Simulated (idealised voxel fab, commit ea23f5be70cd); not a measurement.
The document below concerns the process module designated voxel transistor to metal.
We display cut, a cross-section 185 nm in width whose square cells are each 5 nm.
Cross-section, as written here: a square-cell grid given band by band from the top down, where a band holds one or more rows of cells.
In this notation a band is specified by the heights of its top and bottom, in that order and in nm, after which its materials appear from left to right, each paired with its width in nm. The word "edge to edge" attached to a single material means that material fills the band from edge to edge; the word "blank" stands for empty space.
Counting heights begins at 0, where everything beneath is, in the wafer as received, one material. The lowest band has no bottom; it goes on downwards, as "from 0 down" shows.
So if you see something like "30 to 40" for the width, read it as the top row of the band sitting at the first number and the bottom row at the second, with every row in between moving by the same amount as the last.
"same as before" (step): cross-section cells unchanged, all of them.
In the "Closed void register" entry, you get each enclosed empty space of 8 cells or more, one with no open way to the top, written width x height at distance, distance from the left edge, in nm.
Formally, on a step line, whatever follows the settings is a remark that the simulator itself makes on the step.
"overlay nm", when on a step's line for a step with a mask, measures how far to the right of its planned place the mask lay; a negative measure means to the left.
For the reader: what remains of this document is a series of pairs, each showing a cross-section before one process step and a cross-section after that step which reaches down only to the lowest band that changed, with the step between them and its settings set out under the pair. It should not be assumed that a pair continues from the pair above it; the pairs can come from different runs of this module on the same starting wafer, and such continuity exists only where the entry headed "Pre-step cross-section" says so.

# Pre-step cross-section
    from 40 to 25 = blank 85 nm; SiO2 5 nm; SiCN 15 nm; SiO2 5 nm; blank 75 nm
    from 25 to 0 = blank 85 nm; SiO2 5 nm; polySi 15 nm; SiO2 5 nm; blank 75 nm
    from 0 to -5 = SiO2 edge to edge
    from -5 to -25 = SiO2 45 nm; Si 95 nm; SiO2 45 nm
    from -25 down = Si edge to edge
    Closed void register: none

# Sectional View, Post-Process
    from 45 to 40 = blank 80 nm; SiN 35 nm; blank 70 nm
    from 40 to 25 = blank 80 nm; SiN 5 nm; SiO2 5 nm; SiCN 15 nm; SiO2 5 nm; SiN 5 nm; blank 70 nm
    from 25 to 5 = blank 80 nm; SiN 5 nm; SiO2 5 nm; polySi 15 nm; SiO2 5 nm; SiN 5 nm; blank 70 nm
    from 5 to 0 = SiN 85 nm; SiO2 5 nm; polySi 15 nm; SiO2 5 nm; SiN 75 nm
    Note: structure below 0 unchanged.
    Closed void register: none
Step that separates the before view from the after view above: op CONFORMAL_DEP | material SiN | thk nm 5

Pre-step cross-section: taken from the pair above, after panel.

# Sectional View, Post-Process
    from 40 to 25 = blank 80 nm; SiN 5 nm; SiO2 5 nm; SiCN 15 nm; SiO2 5 nm; SiN 5 nm; blank 70 nm
    from 25 to 0 = blank 80 nm; SiN 5 nm; SiO2 5 nm; polySi 15 nm; SiO2 5 nm; SiN 5 nm; blank 70 nm
    Note: structure below 0 unchanged.
    Closed void register: none
Step that separates the before view from the after view above: op DIRECTIONAL_ETCH | etch materials SiN | depth nm 5

Pre-step cross-section: taken from the pair above, after panel.

# Sectional View, Post-Process
    from 40 to 35 = blank 80 nm; SiN 5 nm; blank 5 nm; SiCN 15 nm; blank 5 nm; SiN 5 nm; blank 70 nm
    from 35 to 25 = blank 80 nm; SiN 5 nm; SiO2 5 nm; SiCN 15 nm; SiO2 5 nm; SiN 5 nm; blank 70 nm
    from 25 to 0 = blank 80 nm; SiN 5 nm; SiO2 5 nm; polySi 15 nm; SiO2 5 nm; SiN 5 nm; blank 70 nm
    from 0 to -5 = blank 80 nm; SiO2 35 nm; blank 70 nm
    Note: structure below -5 unchanged.
    Closed void register: none
Step that separates the before view from the after view above: op DIRECTIONAL_ETCH | etch materials SiO2 | depth nm 5

Pre-step cross-section: taken from the pair above, after panel.

# Sectional View, Post-Process
    from 40 to 35 = blank 80 nm; SiN 5 nm; blank 5 nm; SiCN 15 nm; blank 5 nm; SiN 5 nm; blank 70 nm
    from 35 to 25 = blank 80 nm; SiN 5 nm; SiO2 5 nm; SiCN 15 nm; SiO2 5 nm; SiN 5 nm; blank 70 nm
    from 25 to 0 = blank 80 nm; SiN 5 nm; SiO2 5 nm; polySi 15 nm; SiO2 5 nm; SiN 5 nm; blank 70 nm
    from 0 to -5 = blank 80 nm; SiO2 35 nm; blank 70 nm
    from -5 to -10 = SiO2 45 nm; blank 35 nm; Si 35 nm; blank 25 nm; SiO2 45 nm
    Note: structure below -10 unchanged.
    Closed void register: none
Step that separates the before view from the after view above: op DIRECTIONAL_ETCH | etch materials Si | depth nm 5

Pre-step cross-section: taken from the pair above, after panel.

# Sectional View, Post-Process
    from 40 to 35 = blank 80 nm; SiN 5 nm; blank 5 nm; SiCN 15 nm; blank 5 nm; SiN 5 nm; blank 70 nm
    from 35 to 25 = blank 80 nm; SiN 5 nm; SiO2 5 nm; SiCN 15 nm; SiO2 5 nm; SiN 5 nm; blank 70 nm
    from 25 to 5 = blank 80 nm; SiN 5 nm; SiO2 5 nm; polySi 15 nm; SiO2 5 nm; SiN 5 nm; blank 70 nm
    from 5 to 0 = blank 70 nm; pSi 10 nm; SiN 5 nm; SiO2 5 nm; polySi 15 nm; SiO2 5 nm; SiN 5 nm; pSi 10 nm; blank 60 nm
    from 0 to -5 = blank 40 nm; pSi 40 nm; SiO2 35 nm; pSi 30 nm; blank 40 nm
    from -5 to -10 = SiO2 45 nm; pSi 35 nm; Si 35 nm; pSi 25 nm; SiO2 45 nm
    Note: structure below -10 unchanged.
    Closed void register: none
Step that separates the before view from the after view above: op EPI | material pSi | thk nm 10

Pre-step cross-section: taken from the pair above, after panel.

# Sectional View, Post-Process
    from 50 to 40 = SiO2 edge to edge
    from 40 to 25 = SiO2 80 nm; SiN 5 nm; SiO2 5 nm; SiCN 15 nm; SiO2 5 nm; SiN 5 nm; SiO2 70 nm
    from 25 to 5 = SiO2 80 nm; SiN 5 nm; SiO2 5 nm; polySi 15 nm; SiO2 5 nm; SiN 5 nm; SiO2 70 nm
    from 5 to 0 = SiO2 70 nm; pSi 10 nm; SiN 5 nm; SiO2 5 nm; polySi 15 nm; SiO2 5 nm; SiN 5 nm; pSi 10 nm; SiO2 60 nm
    from 0 to -5 = SiO2 40 nm; pSi 40 nm; SiO2 35 nm; pSi 30 nm; SiO2 40 nm
    Note: structure below -5 unchanged.
    Closed void register: none
Step that separates the before view from the after view above: op FILL_DEP | material SiO2 | thk nm 10

Pre-step cross-section: taken from the pair above, after panel.

# Sectional View, Post-Process
    from 40 to 25 = SiO2 80 nm; SiN 5 nm; SiO2 5 nm; SiCN 15 nm; SiO2 5 nm; SiN 5 nm; SiO2 70 nm
    Note: structure below 25 unchanged.
    Closed void register: none
Step that separates the before view from the after view above: op CMP | height nm 40

Pre-step cross-section: taken from the pair above, after panel.

# Sectional View, Post-Process
    from 50 to 40 = SiO2 edge to edge
    Note: structure below 40 unchanged.
    Closed void register: none
Step that separates the before view from the after view above: op DIRECTIONAL_DEP | material SiO2 | thk nm 10

Pre-step cross-section: taken from the pair above, after panel.

# Sectional View, Post-Process
    from 65 to 50 = resist 45 nm; blank 20 nm; resist 55 nm; blank 20 nm; resist 45 nm
    Note: structure below 50 unchanged.
    Closed void register: none
Step that separates the before view from the after view above: op PATTERN | tone open | mask id CONTACT | material resist | width nm 20 | pitch nm 75 | thk nm 15 | overlay nm 0

Pre-step cross-section: taken from the pair above, after panel.

# Sectional View, Post-Process
    from 65 to 50 = resist 45 nm; blank 20 nm; resist 55 nm; blank 20 nm; resist 45 nm
    from 50 to 40 = SiO2 45 nm; blank 20 nm; SiO2 55 nm; blank 20 nm; SiO2 45 nm
    from 40 to 25 = SiO2 45 nm; blank 20 nm; SiO2 15 nm; SiN 5 nm; SiO2 5 nm; SiCN 15 nm; SiO2 5 nm; SiN 5 nm; SiO2 5 nm; blank 20 nm; SiO2 45 nm
    from 25 to 5 = SiO2 45 nm; blank 20 nm; SiO2 15 nm; SiN 5 nm; SiO2 5 nm; polySi 15 nm; SiO2 5 nm; SiN 5 nm; SiO2 5 nm; blank 20 nm; SiO2 45 nm
    from 5 to 0 = SiO2 45 nm; blank 20 nm; SiO2 5 nm; pSi 10 nm; SiN 5 nm; SiO2 5 nm; polySi 15 nm; SiO2 5 nm; SiN 5 nm; pSi 10 nm; blank 15 nm; SiO2 45 nm
    Note: structure below 0 unchanged.
    Closed void register: none
Step that separates the before view from the after view above: op DIRECTIONAL_ETCH | etch materials SiO2 | depth nm 50

Pre-step cross-section: taken from the pair above, after panel.

# Sectional View, Post-Process
    from 50 to 40 = SiO2 45 nm; blank 20 nm; SiO2 55 nm; blank 20 nm; SiO2 45 nm
    Note: structure below 40 unchanged.
    Closed void register: none
Step that separates the before view from the after view above: op STRIP | etch materials resist

Pre-step cross-section: taken from the pair above, after panel.

# Sectional View, Post-Process
    from 55 to 50 = TiN 50 nm; blank 10 nm; TiN 65 nm; blank 10 nm; TiN 50 nm
    from 50 to 40 = SiO2 45 nm; TiN 5 nm; blank 10 nm; TiN 5 nm; SiO2 55 nm; TiN 5 nm; blank 10 nm; TiN 5 nm; SiO2 45 nm
    from 40 to 25 = SiO2 45 nm; TiN 5 nm; blank 10 nm; TiN 5 nm; SiO2 15 nm; SiN 5 nm; SiO2 5 nm; SiCN 15 nm; SiO2 5 nm; SiN 5 nm; SiO2 5 nm; TiN 5 nm; blank 10 nm; TiN 5 nm; SiO2 45 nm
    from 25 to 10 = SiO2 45 nm; TiN 5 nm; blank 10 nm; TiN 5 nm; SiO2 15 nm; SiN 5 nm; SiO2 5 nm; polySi 15 nm; SiO2 5 nm; SiN 5 nm; SiO2 5 nm; TiN 5 nm; blank 10 nm; TiN 5 nm; SiO2 45 nm
    from 10 to 5 = SiO2 45 nm; TiN 5 nm; blank 10 nm; TiN 5 nm; SiO2 15 nm; SiN 5 nm; SiO2 5 nm; polySi 15 nm; SiO2 5 nm; SiN 5 nm; SiO2 5 nm; TiN 10 nm; blank 5 nm; TiN 5 nm; SiO2 45 nm
    from 5 to 0 = SiO2 45 nm; TiN 20 nm; SiO2 5 nm; pSi 10 nm; SiN 5 nm; SiO2 5 nm; polySi 15 nm; SiO2 5 nm; SiN 5 nm; pSi 10 nm; TiN 15 nm; SiO2 45 nm
    Note: structure below 0 unchanged.
    Closed void register: none
Step that separates the before view from the after view above: op CONFORMAL_DEP | material TiN | thk nm 5

Pre-step cross-section: taken from the pair above, after panel.

# Sectional View, Post-Process
    from 65 to 55 = W edge to edge
    from 55 to 50 = TiN 50 nm; W 10 nm; TiN 65 nm; W 10 nm; TiN 50 nm
    from 50 to 40 = SiO2 45 nm; TiN 5 nm; W 10 nm; TiN 5 nm; SiO2 55 nm; TiN 5 nm; W 10 nm; TiN 5 nm; SiO2 45 nm
    from 40 to 25 = SiO2 45 nm; TiN 5 nm; W 10 nm; TiN 5 nm; SiO2 15 nm; SiN 5 nm; SiO2 5 nm; SiCN 15 nm; SiO2 5 nm; SiN 5 nm; SiO2 5 nm; TiN 5 nm; W 10 nm; TiN 5 nm; SiO2 45 nm
    from 25 to 10 = SiO2 45 nm; TiN 5 nm; W 10 nm; TiN 5 nm; SiO2 15 nm; SiN 5 nm; SiO2 5 nm; polySi 15 nm; SiO2 5 nm; SiN 5 nm; SiO2 5 nm; TiN 5 nm; W 10 nm; TiN 5 nm; SiO2 45 nm
    from 10 to 5 = SiO2 45 nm; TiN 5 nm; W 10 nm; TiN 5 nm; SiO2 15 nm; SiN 5 nm; SiO2 5 nm; polySi 15 nm; SiO2 5 nm; SiN 5 nm; SiO2 5 nm; TiN 10 nm; W 5 nm; TiN 5 nm; SiO2 45 nm
    Note: structure below 5 unchanged.
    Closed void register: none
Step that separates the before view from the after view above: op FILL_DEP | material W | thk nm 10

Pre-step cross-section: taken from the pair above, after panel.

# Sectional View, Post-Process
    from 50 to 40 = SiO2 45 nm; TiN 5 nm; W 10 nm; TiN 5 nm; SiO2 55 nm; TiN 5 nm; W 10 nm; TiN 5 nm; SiO2 45 nm
    Note: structure below 40 unchanged.
    Closed void register: none
Step that separates the before view from the after view above: op CMP | height nm 50

Pre-step cross-section: taken from the pair above, after panel.

# Sectional View, Post-Process
    from 55 to 50 = TiN edge to edge
    Note: structure below 50 unchanged.
    Closed void register: none
Step that separates the before view from the after view above: op DIRECTIONAL_DEP | material TiN | thk nm 5

Pre-step cross-section: taken from the pair above, after panel.

# Sectional View, Post-Process
    from 80 to 55 = Ru edge to edge
    Note: structure below 55 unchanged.
    Closed void register: none
Step that separates the before view from the after view above: op DIRECTIONAL_DEP | material Ru | thk nm 25

Pre-step cross-section: taken from the pair above, after panel.

# Sectional View, Post-Process
    from 90 to 80 = aC edge to edge
    Note: structure below 80 unchanged.
    Closed void register: none
Step that separates the before view from the after view above: op DIRECTIONAL_DEP | material aC | thk nm 10

Pre-step cross-section: taken from the pair above, after panel.

# Sectional View, Post-Process
    from 120 to 90 = blank 45 nm; resist 20 nm; blank 55 nm; resist 20 nm; blank 45 nm
    Note: structure below 90 unchanged.
    Closed void register: none
Step that separates the before view from the after view above: op PATTERN | tone cover | mask id METAL_1 | material resist | width nm 20 | pitch nm 75 | thk nm 30 | overlay nm 0

Pre-step cross-section: taken from the pair above, after panel.

# Sectional View, Post-Process
    from 110 to 90 = blank 45 nm; resist 20 nm; blank 55 nm; resist 20 nm; blank 45 nm
    from 90 to 80 = blank 45 nm; aC 20 nm; blank 55 nm; aC 20 nm; blank 45 nm
    Note: structure below 80 unchanged.
    Closed void register: none
Step that separates the before view from the after view above: op DIRECTIONAL_ETCH | etch materials aC | depth nm 10

Pre-step cross-section: taken from the pair above, after panel.

# Sectional View, Post-Process
    from 90 to 80 = blank 45 nm; aC 20 nm; blank 55 nm; aC 20 nm; blank 45 nm
    Note: structure below 80 unchanged.
    Closed void register: none
Step that separates the before view from the after view above: op STRIP | etch materials resist

Pre-step cross-section: taken from the pair above, after panel.

# Sectional View, Post-Process
    from 90 to 80 = blank 45 nm; aC 20 nm; blank 55 nm; aC 20 nm; blank 45 nm
    from 80 to 55 = blank 45 nm; Ru 20 nm; blank 55 nm; Ru 20 nm; blank 45 nm
    Note: structure below 55 unchanged.
    Closed void register: none
Step that separates the before view from the after view above: op DIRECTIONAL_ETCH | etch materials Ru | depth nm 25

Pre-step cross-section: taken from the pair above, after panel.

# Sectional View, Post-Process
    from 90 to 80 = blank 45 nm; aC 20 nm; blank 55 nm; aC 20 nm; blank 45 nm
    from 80 to 55 = blank 45 nm; Ru 20 nm; blank 55 nm; Ru 20 nm; blank 45 nm
    from 55 to 50 = blank 45 nm; TiN 20 nm; blank 55 nm; TiN 20 nm; blank 45 nm
    Note: structure below 50 unchanged.
    Closed void register: none
Step that separates the before view from the after view above: op DIRECTIONAL_ETCH | etch materials TiN | depth nm 5

Pre-step cross-section: taken from the pair above, after panel.

# Sectional View, Post-Process
    from 80 to 55 = blank 45 nm; Ru 20 nm; blank 55 nm; Ru 20 nm; blank 45 nm
    Note: structure below 55 unchanged.
    Closed void register: none
Step that separates the before view from the after view above: op STRIP | etch materials aC

Pre-step cross-section: taken from the pair above, after panel.

# Sectional View, Post-Process
    from 85 to 80 = blank 40 nm; SiN 30 nm; blank 45 nm; SiN 30 nm; blank 40 nm
    from 80 to 55 = blank 40 nm; SiN 5 nm; Ru 20 nm; SiN 5 nm; blank 45 nm; SiN 5 nm; Ru 20 nm; SiN 5 nm; blank 40 nm
    from 55 to 50 = SiN 45 nm; TiN 20 nm; SiN 55 nm; TiN 20 nm; SiN 45 nm
    Note: structure below 50 unchanged.
    Closed void register: none
Step that separates the before view from the after view above: op CONFORMAL_DEP | material SiN | thk nm 5

Pre-step cross-section: taken from the pair above, after panel.

# Sectional View, Post-Process
    from 90 to 85 = lowk edge to edge
    from 85 to 80 = lowk 40 nm; SiN 30 nm; lowk 45 nm; SiN 30 nm; lowk 40 nm
    from 80 to 55 = lowk 40 nm; SiN 5 nm; Ru 20 nm; SiN 5 nm; lowk 45 nm; SiN 5 nm; Ru 20 nm; SiN 5 nm; lowk 40 nm
    Note: structure below 55 unchanged.
    Closed void register: none
Step that separates the before view from the after view above: op FILL_DEP | material lowk | thk nm 5

Pre-step cross-section: taken from the pair above, after panel.

# Sectional View, Post-Process
    from 80 to 55 = lowk 40 nm; SiN 5 nm; Ru 20 nm; SiN 5 nm; lowk 45 nm; SiN 5 nm; Ru 20 nm; SiN 5 nm; lowk 40 nm
    Note: structure below 55 unchanged.
    Closed void register: none
Step that separates the before view from the after view above: op CMP | height nm 80

Pre-step cross-section: taken from the pair above, after panel.

# Sectional View, Post-Process
    from 85 to 80 = SiCN edge to edge
    Note: structure below 80 unchanged.
    Closed void register: none
Step that separates the before view from the after view above: op CONFORMAL_DEP | material SiCN | thk nm 5

# Pre-step cross-section
    from 40 to 25 = blank 75 nm; SiN 5 nm; SiO2 5 nm; SiCN 15 nm; SiO2 5 nm; SiN 5 nm; blank 75 nm
    from 25 to 0 = blank 75 nm; SiN 5 nm; SiO2 5 nm; polySi 15 nm; SiO2 5 nm; SiN 5 nm; blank 75 nm
    from 0 to -5 = SiO2 edge to edge
    from -5 to -25 = SiO2 45 nm; Si 95 nm; SiO2 45 nm
    from -25 down = Si edge to edge
    Closed void register: none

# Sectional View, Post-Process
    from 40 to 35 = blank 80 nm; SiO2 5 nm; SiCN 15 nm; SiO2 5 nm; blank 80 nm
    Note: structure below 35 unchanged.
    Closed void register: none
Step that separates the before view from the after view above: op DIRECTIONAL_ETCH | etch materials SiN | depth nm 5

Pre-step cross-section: taken from the pair above, after panel.

# Sectional View, Post-Process
    from 50 to 40 = SiO2 edge to edge
    from 40 to 35 = SiO2 85 nm; SiCN 15 nm; SiO2 85 nm
    from 35 to 25 = SiO2 75 nm; SiN 5 nm; SiO2 5 nm; SiCN 15 nm; SiO2 5 nm; SiN 5 nm; SiO2 75 nm
    from 25 to 0 = SiO2 75 nm; SiN 5 nm; SiO2 5 nm; polySi 15 nm; SiO2 5 nm; SiN 5 nm; SiO2 75 nm
    Note: structure below 0 unchanged.
    Closed void register: none
Step that separates the before view from the after view above: op FILL_DEP | material SiO2 | thk nm 10

Pre-step cross-section: taken from the pair above, after panel.

# Sectional View, Post-Process
    from 40 to 35 = SiO2 85 nm; SiCN 15 nm; SiO2 85 nm
    Note: structure below 35 unchanged.
    Closed void register: none
Step that separates the before view from the after view above: op CMP | height nm 40

Pre-step cross-section: taken from the pair above, after panel.

# Sectional View, Post-Process
    from 50 to 40 = SiO2 edge to edge
    Note: structure below 40 unchanged.
    Closed void register: none
Step that separates the before view from the after view above: op DIRECTIONAL_DEP | material SiO2 | thk nm 10

Pre-step cross-section: taken from the pair above, after panel.

# Sectional View, Post-Process
    from 65 to 50 = resist 45 nm; blank 20 nm; resist 55 nm; blank 20 nm; resist 45 nm
    Note: structure below 50 unchanged.
    Closed void register: none
Step that separates the before view from the after view above: op PATTERN | tone open | mask id CONTACT | material resist | width nm 20 | pitch nm 75 | thk nm 15 | overlay nm 0

Pre-step cross-section: taken from the pair above, after panel.

# Sectional View, Post-Process
    from 65 to 50 = resist 45 nm; blank 20 nm; resist 55 nm; blank 20 nm; resist 45 nm
    from 50 to 40 = SiO2 45 nm; blank 20 nm; SiO2 55 nm; blank 20 nm; SiO2 45 nm
    from 40 to 35 = SiO2 45 nm; blank 20 nm; SiO2 20 nm; SiCN 15 nm; SiO2 20 nm; blank 20 nm; SiO2 45 nm
    from 35 to 25 = SiO2 45 nm; blank 20 nm; SiO2 10 nm; SiN 5 nm; SiO2 5 nm; SiCN 15 nm; SiO2 5 nm; SiN 5 nm; SiO2 10 nm; blank 20 nm; SiO2 45 nm
    from 25 to 0 = SiO2 45 nm; blank 20 nm; SiO2 10 nm; SiN 5 nm; SiO2 5 nm; polySi 15 nm; SiO2 5 nm; SiN 5 nm; SiO2 10 nm; blank 20 nm; SiO2 45 nm
    Note: structure below 0 unchanged.
    Closed void register: none
Step that separates the before view from the after view above: op DIRECTIONAL_ETCH | etch materials SiO2 | depth nm 50

Pre-step cross-section: taken from the pair above, after panel.

# Sectional View, Post-Process
    from 50 to 40 = SiO2 45 nm; blank 20 nm; SiO2 55 nm; blank 20 nm; SiO2 45 nm
    Note: structure below 40 unchanged.
    Closed void register: none
Step that separates the before view from the after view above: op STRIP | etch materials resist

Pre-step cross-section: taken from the pair above, after panel.

# Sectional View, Post-Process
    from 55 to 50 = TiN 50 nm; blank 10 nm; TiN 65 nm; blank 10 nm; TiN 50 nm
    from 50 to 40 = SiO2 45 nm; TiN 5 nm; blank 10 nm; TiN 5 nm; SiO2 55 nm; TiN 5 nm; blank 10 nm; TiN 5 nm; SiO2 45 nm
    from 40 to 35 = SiO2 45 nm; TiN 5 nm; blank 10 nm; TiN 5 nm; SiO2 20 nm; SiCN 15 nm; SiO2 20 nm; TiN 5 nm; blank 10 nm; TiN 5 nm; SiO2 45 nm
    from 35 to 25 = SiO2 45 nm; TiN 5 nm; blank 10 nm; TiN 5 nm; SiO2 10 nm; SiN 5 nm; SiO2 5 nm; SiCN 15 nm; SiO2 5 nm; SiN 5 nm; SiO2 10 nm; TiN 5 nm; blank 10 nm; TiN 5 nm; SiO2 45 nm
    from 25 to 5 = SiO2 45 nm; TiN 5 nm; blank 10 nm; TiN 5 nm; SiO2 10 nm; SiN 5 nm; SiO2 5 nm; polySi 15 nm; SiO2 5 nm; SiN 5 nm; SiO2 10 nm; TiN 5 nm; blank 10 nm; TiN 5 nm; SiO2 45 nm
    from 5 to 0 = SiO2 45 nm; TiN 20 nm; SiO2 10 nm; SiN 5 nm; SiO2 5 nm; polySi 15 nm; SiO2 5 nm; SiN 5 nm; SiO2 10 nm; TiN 20 nm; SiO2 45 nm
    Note: structure below 0 unchanged.
    Closed void register: none
Step that separates the before view from the after view above: op CONFORMAL_DEP | material TiN | thk nm 5

Pre-step cross-section: taken from the pair above, after panel.

# Sectional View, Post-Process
    from 65 to 55 = W edge to edge
    from 55 to 50 = TiN 50 nm; W 10 nm; TiN 65 nm; W 10 nm; TiN 50 nm
    from 50 to 40 = SiO2 45 nm; TiN 5 nm; W 10 nm; TiN 5 nm; SiO2 55 nm; TiN 5 nm; W 10 nm; TiN 5 nm; SiO2 45 nm
    from 40 to 35 = SiO2 45 nm; TiN 5 nm; W 10 nm; TiN 5 nm; SiO2 20 nm; SiCN 15 nm; SiO2 20 nm; TiN 5 nm; W 10 nm; TiN 5 nm; SiO2 45 nm
    from 35 to 25 = SiO2 45 nm; TiN 5 nm; W 10 nm; TiN 5 nm; SiO2 10 nm; SiN 5 nm; SiO2 5 nm; SiCN 15 nm; SiO2 5 nm; SiN 5 nm; SiO2 10 nm; TiN 5 nm; W 10 nm; TiN 5 nm; SiO2 45 nm
    from 25 to 5 = SiO2 45 nm; TiN 5 nm; W 10 nm; TiN 5 nm; SiO2 10 nm; SiN 5 nm; SiO2 5 nm; polySi 15 nm; SiO2 5 nm; SiN 5 nm; SiO2 10 nm; TiN 5 nm; W 10 nm; TiN 5 nm; SiO2 45 nm
    Note: structure below 5 unchanged.
    Closed void register: none
Step that separates the before view from the after view above: op FILL_DEP | material W | thk nm 10

Pre-step cross-section: taken from the pair above, after panel.

# Sectional View, Post-Process
    from 50 to 40 = SiO2 45 nm; TiN 5 nm; W 10 nm; TiN 5 nm; SiO2 55 nm; TiN 5 nm; W 10 nm; TiN 5 nm; SiO2 45 nm
    Note: structure below 40 unchanged.
    Closed void register: none
Step that separates the before view from the after view above: op CMP | height nm 50

Pre-step cross-section: taken from the pair above, after panel.

# Sectional View, Post-Process
    from 55 to 50 = TiN edge to edge
    Note: structure below 50 unchanged.
    Closed void register: none
Step that separates the before view from the after view above: op DIRECTIONAL_DEP | material TiN | thk nm 5

Pre-step cross-section: taken from the pair above, after panel.

# Sectional View, Post-Process
    from 80 to 55 = Ru edge to edge
    Note: structure below 55 unchanged.
    Closed void register: none
Step that separates the before view from the after view above: op DIRECTIONAL_DEP | material Ru | thk nm 25

Pre-step cross-section: taken from the pair above, after panel.

# Sectional View, Post-Process
    from 90 to 80 = aC edge to edge
    Note: structure below 80 unchanged.
    Closed void register: none
Step that separates the before view from the after view above: op DIRECTIONAL_DEP | material aC | thk nm 10

Pre-step cross-section: taken from the pair above, after panel.

# Sectional View, Post-Process
    from 120 to 90 = blank 45 nm; resist 20 nm; blank 55 nm; resist 20 nm; blank 45 nm
    Note: structure below 90 unchanged.
    Closed void register: none
Step that separates the before view from the after view above: op PATTERN | tone cover | mask id METAL_1 | material resist | width nm 20 | pitch nm 75 | thk nm 30 | overlay nm 0

Pre-step cross-section: taken from the pair above, after panel.

# Sectional View, Post-Process
    from 110 to 90 = blank 45 nm; resist 20 nm; blank 55 nm; resist 20 nm; blank 45 nm
    from 90 to 80 = blank 45 nm; aC 20 nm; blank 55 nm; aC 20 nm; blank 45 nm
    Note: structure below 80 unchanged.
    Closed void register: none
Step that separates the before view from the after view above: op DIRECTIONAL_ETCH | etch materials aC | depth nm 10

Pre-step cross-section: taken from the pair above, after panel.

# Sectional View, Post-Process
    from 90 to 80 = blank 45 nm; aC 20 nm; blank 55 nm; aC 20 nm; blank 45 nm
    Note: structure below 80 unchanged.
    Closed void register: none
Step that separates the before view from the after view above: op STRIP | etch materials resist

Pre-step cross-section: taken from the pair above, after panel.

# Sectional View, Post-Process
    from 90 to 80 = blank 45 nm; aC 20 nm; blank 55 nm; aC 20 nm; blank 45 nm
    from 80 to 55 = blank 45 nm; Ru 20 nm; blank 55 nm; Ru 20 nm; blank 45 nm
    Note: structure below 55 unchanged.
    Closed void register: none
Step that separates the before view from the after view above: op DIRECTIONAL_ETCH | etch materials Ru | depth nm 25

Pre-step cross-section: taken from the pair above, after panel.

# Sectional View, Post-Process
    from 90 to 80 = blank 45 nm; aC 20 nm; blank 55 nm; aC 20 nm; blank 45 nm
    from 80 to 55 = blank 45 nm; Ru 20 nm; blank 55 nm; Ru 20 nm; blank 45 nm
    from 55 to 50 = blank 45 nm; TiN 20 nm; blank 55 nm; TiN 20 nm; blank 45 nm
    Note: structure below 50 unchanged.
    Closed void register: none
Step that separates the before view from the after view above: op DIRECTIONAL_ETCH | etch materials TiN | depth nm 5

Pre-step cross-section: taken from the pair above, after panel.

# Sectional View, Post-Process
    from 80 to 55 = blank 45 nm; Ru 20 nm; blank 55 nm; Ru 20 nm; blank 45 nm
    Note: structure below 55 unchanged.
    Closed void register: none
Step that separates the before view from the after view above: op STRIP | etch materials aC

Pre-step cross-section: taken from the pair above, after panel.

# Sectional View, Post-Process
    from 85 to 80 = blank 40 nm; SiN 30 nm; blank 45 nm; SiN 30 nm; blank 40 nm
    from 80 to 55 = blank 40 nm; SiN 5 nm; Ru 20 nm; SiN 5 nm; blank 45 nm; SiN 5 nm; Ru 20 nm; SiN 5 nm; blank 40 nm
    from 55 to 50 = SiN 45 nm; TiN 20 nm; SiN 55 nm; TiN 20 nm; SiN 45 nm
    Note: structure below 50 unchanged.
    Closed void register: none
Step that separates the before view from the after view above: op CONFORMAL_DEP | material SiN | thk nm 5

Pre-step cross-section: taken from the pair above, after panel.

# Sectional View, Post-Process
    from 90 to 85 = lowk edge to edge
    from 85 to 80 = lowk 40 nm; SiN 30 nm; lowk 45 nm; SiN 30 nm; lowk 40 nm
    from 80 to 55 = lowk 40 nm; SiN 5 nm; Ru 20 nm; SiN 5 nm; lowk 45 nm; SiN 5 nm; Ru 20 nm; SiN 5 nm; lowk 40 nm
    Note: structure below 55 unchanged.
    Closed void register: none
Step that separates the before view from the after view above: op FILL_DEP | material lowk | thk nm 5

Pre-step cross-section: taken from the pair above, after panel.

# Sectional View, Post-Process
    from 80 to 55 = lowk 40 nm; SiN 5 nm; Ru 20 nm; SiN 5 nm; lowk 45 nm; SiN 5 nm; Ru 20 nm; SiN 5 nm; lowk 40 nm
    Note: structure below 55 unchanged.
    Closed void register: none
Step that separates the before view from the after view above: op CMP | height nm 80

Pre-step cross-section: taken from the pair above, after panel.

# Sectional View, Post-Process
    from 85 to 80 = SiCN edge to edge
    Note: structure below 80 unchanged.
    Closed void register: none
Step that separates the before view from the after view above: op CONFORMAL_DEP | material SiCN | thk nm 5

# Pre-step cross-section
    from 50 to 40 = aC edge to edge
    from 40 to 25 = SiCN edge to edge
    from 25 to 0 = polySi edge to edge
    from 0 to -5 = SiO2 edge to edge
    from -5 to -25 = SiO2 45 nm; Si 95 nm; SiO2 45 nm
    from -25 down = Si edge to edge
    Closed void register: none

# Sectional View, Post-Process
    from 80 to 50 = resist 85 nm; blank 15 nm; resist 85 nm
    Note: structure below 50 unchanged.
    Closed void register: none
Step that separates the before view from the after view above: op PATTERN | tone open | mask id GATE | material resist | width nm 15 | thk nm 30 | overlay nm 0

Pre-step cross-section: taken from the pair above, after panel.

# Sectional View, Post-Process
    from 70 to 50 = resist 85 nm; blank 15 nm; resist 85 nm
    from 50 to 40 = aC 85 nm; blank 15 nm; aC 85 nm
    Note: structure below 40 unchanged.
    Closed void register: none
Step that separates the before view from the after view above: op DIRECTIONAL_ETCH | etch materials aC | depth nm 10

Pre-step cross-section: taken from the pair above, after panel.

# Sectional View, Post-Process
    from 50 to 40 = aC 85 nm; blank 15 nm; aC 85 nm
    Note: structure below 40 unchanged.
    Closed void register: none
Step that separates the before view from the after view above: op STRIP | etch materials resist

Pre-step cross-section: taken from the pair above, after panel.

# Sectional View, Post-Process
    from 50 to 40 = aC 85 nm; blank 15 nm; aC 85 nm
    from 40 to 25 = SiCN 85 nm; blank 15 nm; SiCN 85 nm
    Note: structure below 25 unchanged.
    Closed void register: none
Step that separates the before view from the after view above: op DIRECTIONAL_ETCH | etch materials SiCN | depth nm 25

Pre-step cross-section: taken from the pair above, after panel.

# Sectional View, Post-Process
    from 50 to 40 = aC 85 nm; blank 15 nm; aC 85 nm
    from 40 to 25 = SiCN 85 nm; blank 15 nm; SiCN 85 nm
    from 25 to 0 = polySi 85 nm; blank 15 nm; polySi 85 nm
    Note: structure below 0 unchanged.
    Closed void register: none
Step that separates the before view from the after view above: op DIRECTIONAL_ETCH | etch materials polySi | depth nm 35

Pre-step cross-section: taken from the pair above, after panel.

# Sectional View, Post-Process
    from 40 to 25 = SiCN 85 nm; blank 15 nm; SiCN 85 nm
    Note: structure below 25 unchanged.
    Closed void register: none
Step that separates the before view from the after view above: op STRIP | etch materials aC
